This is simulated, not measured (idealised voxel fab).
The document below concerns the process module designated voxel capacitor over wiring.
The cross-section on display is named cut; it measures 160 nm wide, and its cells are 5 nm squares.
Cross-section layout: square cells on a grid; listed as bands, top to bottom; a band spans one or more cell rows. What a band's entry tells you: where the top is and where the bottom is, as heights in nm, and after that what lies inside, material by material from left to right, each with its width in nm. Empty space is written as the word "air", and a single material marked with the word "all across" occupies the band from edge to edge. All heights in this document are referenced to 0, defined as the level beneath which the wafer, as received, consists entirely of one material. The lowest band is not bounded below; it extends indefinitely downward and is written in the form "0 nm and below". Width spec "30->40" -> top row of cells at first value, bottom row at second value, equal per-row change in between. Where a step carries "identical to before", the cross-section came out of it unchanged, cell for cell. Entry "Enclosed void entries". Content: empty spaces with no open connection to the top, size 8 cells or greater. Each: width x height at distance. Distance: from left edge. Unit: nm. Text after the settings on a step's line: the simulator's own remark on that step. For masked steps, "overlay nm" on the step line gives how far right of plan the mask actually lay; a minus sign means it lay to the left. Below you will find pairs of cross-sections. In each, one shows the wafer before one process step and the other after it, with the after view ending at the lowest band that changed. Under each pair is the step separating them, along with its settings. Do not assume the pairs form a chain: they can come from different runs of this module on the same starting wafer, and a pair continues from the pair above it only when its "Prior to processing" entry says so.

# Prior to processing
70 nm to 60 nm  TiN all across
60 nm to 50 nm  lowk (40); Ru (15); lowk (105)
50 nm to 45 nm  SiCN (40); Ru (15); SiCN (105)
45 nm to 20 nm  SiO2 (35); W (20); SiO2 (50); W (20); SiO2 (35)
20 nm to 15 nm  SiO2 (35); TiN (20); SiO2 (50); TiN (20); SiO2 (35)
15 nm to 0 nm  SiN all across
0 nm and below  Si all across
Enclosed void entries: none

# Structure After Step
75 nm to 70 nm  SiN all across
Whatever lies below 70 is exactly as it was before.
Enclosed void entries: none
Process step bridging the above cross-sections: DIRECTIONAL_DEP with material SiN, thk nm 5

Prior to processing: carried over from the after image of the pair right above.

# Structure After Step
85 nm to 75 nm  TiN all across
Whatever lies below 75 is exactly as it was before.
Enclosed void entries: none
Process step bridging the above cross-sections: DIRECTIONAL_DEP with material TiN, thk nm 10

Prior to processing: carried over from the after image of the pair right above.

# Structure After Step
95 nm to 85 nm  aC all across
Whatever lies below 85 is exactly as it was before.
Enclosed void entries: none
Process step bridging the above cross-sections: DIRECTIONAL_DEP with material aC, thk nm 10

Prior to processing: carried over from the after image of the pair right above.

# Structure After Step
125 nm to 95 nm  air (40); resist (55); air (65)
Whatever lies below 95 is exactly as it was before.
Enclosed void entries: none
Process step bridging the above cross-sections: PATTERN with tone cover, mask id UPPER_PLATE, material resist, width nm 55, thk nm 30, overlay nm 0

Prior to processing: carried over from the after image of the pair right above.

# Structure After Step
115 nm to 95 nm  air (40); resist (55); air (65)
95 nm to 85 nm  air (40); aC (55); air (65)
Whatever lies below 85 is exactly as it was before.
Enclosed void entries: none
Process step bridging the above cross-sections: DIRECTIONAL_ETCH with etch materials aC, depth nm 10

Prior to processing: carried over from the after image of the pair right above.

# Structure After Step
95 nm to 85 nm  air (40); aC (55); air (65)
Whatever lies below 85 is exactly as it was before.
Enclosed void entries: none
Process step bridging the above cross-sections: STRIP with etch materials resist

Prior to processing: carried over from the after image of the pair right above.

# Structure After Step
95 nm to 85 nm  air (40); aC (55); air (65)
85 nm to 75 nm  air (40); TiN (55); air (65)
Whatever lies below 75 is exactly as it was before.
Enclosed void entries: none
Process step bridging the above cross-sections: DIRECTIONAL_ETCH with etch materials TiN, depth nm 10

Prior to processing: carried over from the after image of the pair right above.

# Structure After Step
95 nm to 85 nm  air (40); aC (55); air (65)
85 nm to 75 nm  air (40); TiN (55); air (65)
75 nm to 70 nm  air (40); SiN (55); air (65)
Whatever lies below 70 is exactly as it was before.
Enclosed void entries: none
Process step bridging the above cross-sections: DIRECTIONAL_ETCH with etch materials SiN, depth nm 5

Prior to processing: carried over from the after image of the pair right above.

# Structure After Step
85 nm to 75 nm  air (40); TiN (55); air (65)
Whatever lies below 75 is exactly as it was before.
Enclosed void entries: none
Process step bridging the above cross-sections: STRIP with etch materials aC

Prior to processing: carried over from the after image of the pair right above.

# Structure After Step
105 nm to 85 nm  air (35); resist (65); air (60)
85 nm to 75 nm  air (35); resist (5); TiN (55); resist (5); air (60)
75 nm to 70 nm  air (35); resist (5); SiN (55); resist (5); air (60)
Whatever lies below 70 is exactly as it was before.
Enclosed void entries: none
Process step bridging the above cross-sections: PATTERN with tone cover, mask id LOWER_PLATE, material resist, width nm 65, thk nm 20, overlay nm 0

Prior to processing: carried over from the after image of the pair right above.

# Structure After Step
105 nm to 85 nm  air (35); resist (65); air (60)
85 nm to 75 nm  air (35); resist (5); TiN (55); resist (5); air (60)
75 nm to 70 nm  air (35); resist (5); SiN (55); resist (5); air (60)
70 nm to 60 nm  air (35); TiN (65); air (60)
Whatever lies below 60 is exactly as it was before.
Enclosed void entries: none
Process step bridging the above cross-sections: DIRECTIONAL_ETCH with etch materials TiN, depth nm 10

Prior to processing: carried over from the after image of the pair right above.

# Structure After Step
85 nm to 75 nm  air (40); TiN (55); air (65)
75 nm to 70 nm  air (40); SiN (55); air (65)
Whatever lies below 70 is exactly as it was before.
Enclosed void entries: none
Process step bridging the above cross-sections: STRIP with etch materials resist

Prior to processing: carried over from the after image of the pair right above.

# Structure After Step
100 nm to 85 nm  SiO2 all across
85 nm to 75 nm  SiO2 (40); TiN (55); SiO2 (65)
75 nm to 70 nm  SiO2 (40); SiN (55); SiO2 (65)
70 nm to 60 nm  SiO2 (35); TiN (65); SiO2 (60)
Whatever lies below 60 is exactly as it was before.
Enclosed void entries: none
Process step bridging the above cross-sections: FILL_DEP with material SiO2, thk nm 15

Prior to processing: carried over from the after image of the pair right above.

# Structure After Step
95 nm to 85 nm  SiO2 all across
Whatever lies below 85 is exactly as it was before.
Enclosed void entries: none
Process step bridging the above cross-sections: CMP with height nm 95

Prior to processing: carried over from the after image of the pair right above.

# Structure After Step
110 nm to 95 nm  resist (50); air (15); resist (95)
Whatever lies below 95 is exactly as it was before.
Enclosed void entries: none
Process step bridging the above cross-sections: PATTERN with tone open, mask id PLUG_2, material resist, width nm 15, thk nm 15, overlay nm 0

Prior to processing: carried over from the after image of the pair right above.

# Structure After Step
110 nm to 95 nm  resist (50); air (15); resist (95)
95 nm to 85 nm  SiO2 (50); air (15); SiO2 (95)
Whatever lies below 85 is exactly as it was before.
Enclosed void entries: none
Process step bridging the above cross-sections: DIRECTIONAL_ETCH with etch materials SiO2, depth nm 10

Prior to processing: carried over from the after image of the pair right above.

# Structure After Step
95 nm to 85 nm  SiO2 (50); air (15); SiO2 (95)
Whatever lies below 85 is exactly as it was before.
Enclosed void entries: none
Process step bridging the above cross-sections: STRIP with etch materials resist

Prior to processing: carried over from the after image of the pair right above.

# Structure After Step
100 nm to 95 nm  TiN (55); air (5); TiN (100)
95 nm to 90 nm  SiO2 (50); TiN (5); air (5); TiN (5); SiO2 (95)
90 nm to 85 nm  SiO2 (50); TiN (15); SiO2 (95)
Whatever lies below 85 is exactly as it was before.
Enclosed void entries: none
Process step bridging the above cross-sections: CONFORMAL_DEP with material TiN, thk nm 5

Prior to processing: carried over from the after image of the pair right above.

# Structure After Step
110 nm to 100 nm  W all across
100 nm to 95 nm  TiN (55); W (5); TiN (100)
95 nm to 90 nm  SiO2 (50); TiN (5); W (5); TiN (5); SiO2 (95)
Whatever lies below 90 is exactly as it was before.
Enclosed void entries: none
Process step bridging the above cross-sections: FILL_DEP with material W, thk nm 10

Prior to processing: carried over from the after image of the pair right above.

# Structure After Step
95 nm to 90 nm  SiO2 (50); TiN (5); W (5); TiN (5); SiO2 (95)
Whatever lies below 90 is exactly as it was before.
Enclosed void entries: none
Process step bridging the above cross-sections: CMP with height nm 95

Prior to processing: carried over from the after image of the pair right above.

# Structure After Step
100 nm to 95 nm  SiCN all across
Whatever lies below 95 is exactly as it was before.
Enclosed void entries: none
Process step bridging the above cross-sections: CONFORMAL_DEP with material SiCN, thk nm 5

# Prior to processing
95 nm to 85 nm  SiO2 all across
85 nm to 75 nm  SiO2 (40); TiN (55); SiO2 (65)
75 nm to 70 nm  SiO2 (40); SiN (55); SiO2 (65)
70 nm to 60 nm  SiO2 (35); TiN (65); SiO2 (60)
60 nm to 50 nm  lowk (40); Ru (15); lowk (105)
50 nm to 45 nm  SiCN (40); Ru (15); SiCN (105)
45 nm to 20 nm  SiO2 (35); W (20); SiO2 (50); W (20); SiO2 (35)
20 nm to 15 nm  SiO2 (35); TiN (20); SiO2 (50); TiN (20); SiO2 (35)
15 nm to 0 nm  SiO2 all across
0 nm and below  Si all across
Enclosed void entries: none

# Structure After Step
110 nm to 95 nm  air (50); resist (15); air (95)
Whatever lies below 95 is exactly as it was before.
Enclosed void entries: none
Process step bridging the above cross-sections: PATTERN with tone cover, mask id PLUG_2, material resist, width nm 15, thk nm 15, overlay nm 0

Prior to processing: carried over from the after image of the pair right above.

# Structure After Step
110 nm to 95 nm  air (50); resist (15); air (95)
95 nm to 85 nm  air (50); SiO2 (15); air (95)
Whatever lies below 85 is exactly as it was before.
Enclosed void entries: none
Process step bridging the above cross-sections: DIRECTIONAL_ETCH with etch materials SiO2, depth nm 10

Prior to processing: carried over from the after image of the pair right above.

# Structure After Step
95 nm to 85 nm  air (50); SiO2 (15); air (95)
Whatever lies below 85 is exactly as it was before.
Enclosed void entries: none
Process step bridging the above cross-sections: STRIP with etch materials resist

Prior to processing: carried over from the after image of the pair right above.

# Structure After Step
100 nm to 95 nm  air (45); TiN (25); air (90)
95 nm to 90 nm  air (45); TiN (5); SiO2 (15); TiN (5); air (90)
90 nm to 85 nm  TiN (50); SiO2 (15); TiN (95)
Whatever lies below 85 is exactly as it was before.
Enclosed void entries: none
Process step bridging the above cross-sections: CONFORMAL_DEP with material TiN, thk nm 5

Prior to processing: carried over from the after image of the pair right above.

# Structure After Step
110 nm to 100 nm  W all across
100 nm to 95 nm  W (45); TiN (25); W (90)
95 nm to 90 nm  W (45); TiN (5); SiO2 (15); TiN (5); W (90)
Whatever lies below 90 is exactly as it was before.
Enclosed void entries: none
Process step bridging the above cross-sections: FILL_DEP with material W, thk nm 10

Prior to processing: carried over from the after image of the pair right above.

# Structure After Step
95 nm to 90 nm  W (45); TiN (5); SiO2 (15); TiN (5); W (90)
Whatever lies below 90 is exactly as it was before.
Enclosed void entries: none
Process step bridging the above cross-sections: CMP with height nm 95

Prior to processing: carried over from the after image of the pair right above.

# Structure After Step
100 nm to 95 nm  SiCN all across
Whatever lies below 95 is exactly as it was before.
Enclosed void entries: none
Process step bridging the above cross-sections: CONFORMAL_DEP with material SiCN, thk nm 5
